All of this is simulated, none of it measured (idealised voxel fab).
A process module follows: voxel spacer lines.
Displayed cross-section: cut, width of 295 nm, square cells sized 5 nm.
Cross-section = grid of square cells, listed top down in bands; band = one or more rows.
The band entry comprises the height of the band's top followed by the height of its bottom, expressed in nm, and subsequently the band's materials from left to right, each stated together with its width in nm. Where a single material is marked with the word "edge to edge", that material fills the band from edge to edge. The word "blank" represents empty space.
Height 0 is the level under which the wafer as received is all one material. The lowest band goes on downwards, as in "0..down".
The notation "30->40" denotes a width that varies across the rows of cells in the band, beginning at the first number in the top row, finishing at the second number in the bottom row, and changing by an identical amount from each row to the next.
When a step is marked "nothing altered", none of the cells in the cross-section changed during that step.
Entry "Sealed cavities" = empty spaces >= 8 cells with no open way to the top; each as width x height at distance, distance from left edge, all nm.
Heads up: the bit after the settings on a step's line is the simulator's remark on that step.
You can add "overlay nm" to a step's line. For a step with a mask, it describes how far the mask lay to the right of its planned position, and a negative number describes a lay to the left.
### Intended process steps
| 1 | RECEIVE: material Si |
| 2 | CONFORMAL_DEP: material Al2O3, thk nm 5 |
| 3 | DIRECTIONAL_DEP: material W, thk nm 15 |
| 4 | DIRECTIONAL_DEP: material aC, thk nm 20 |
| 5 | PATTERN: tone cover, mask id MANDREL, material resist, width nm 20, pitch nm 60, thk nm 25, overlay nm 0 |
| 6 | DIRECTIONAL_ETCH: etch materials aC, depth nm 20 |
| 7 | STRIP: etch materials resist |
| 8 | CONFORMAL_DEP: material SiN, thk nm 10 |
| 9 | DIRECTIONAL_ETCH: etch materials SiN, depth nm 5 |
| 10 | STRIP: etch materials aC |
| 11 | DIRECTIONAL_ETCH: etch materials W, depth nm 15 |
| 12 | STRIP: etch materials SiN |
| 13 | FILL_DEP: material lowk, thk nm 5 |
| 14 | CMP: height nm 20 |
Heads up: all these wafers start the same, and what changes between them is the depth nm in step 9. The value you see in the plan is just what the first wafer got.
### Cross-sectional view of the first of several wafers in the as-received condition, corresponding to the state following step 1
    0..down: Si edge to edge
    Sealed cavities: none
### The rows of the table below are wafers. Looking at the end of the module, a row counts, for every material, the cells the wafer has gained, shown as (+), or lost, shown as (-), since it was received; its closed voids come next
depth nm 5 | +59 Al2O3 | +177 W | Sealed cavities: none
depth nm 10 | +59 Al2O3 | +36 W | +141 lowk | Sealed cavities: none
depth nm 15 | +59 Al2O3 | +36 W | +141 lowk | Sealed cavities: none
depth nm 20 | +59 Al2O3 | +36 W | +141 lowk | Sealed cavities: none
depth nm 25 | +59 Al2O3 | +36 W | +141 lowk | Sealed cavities: none
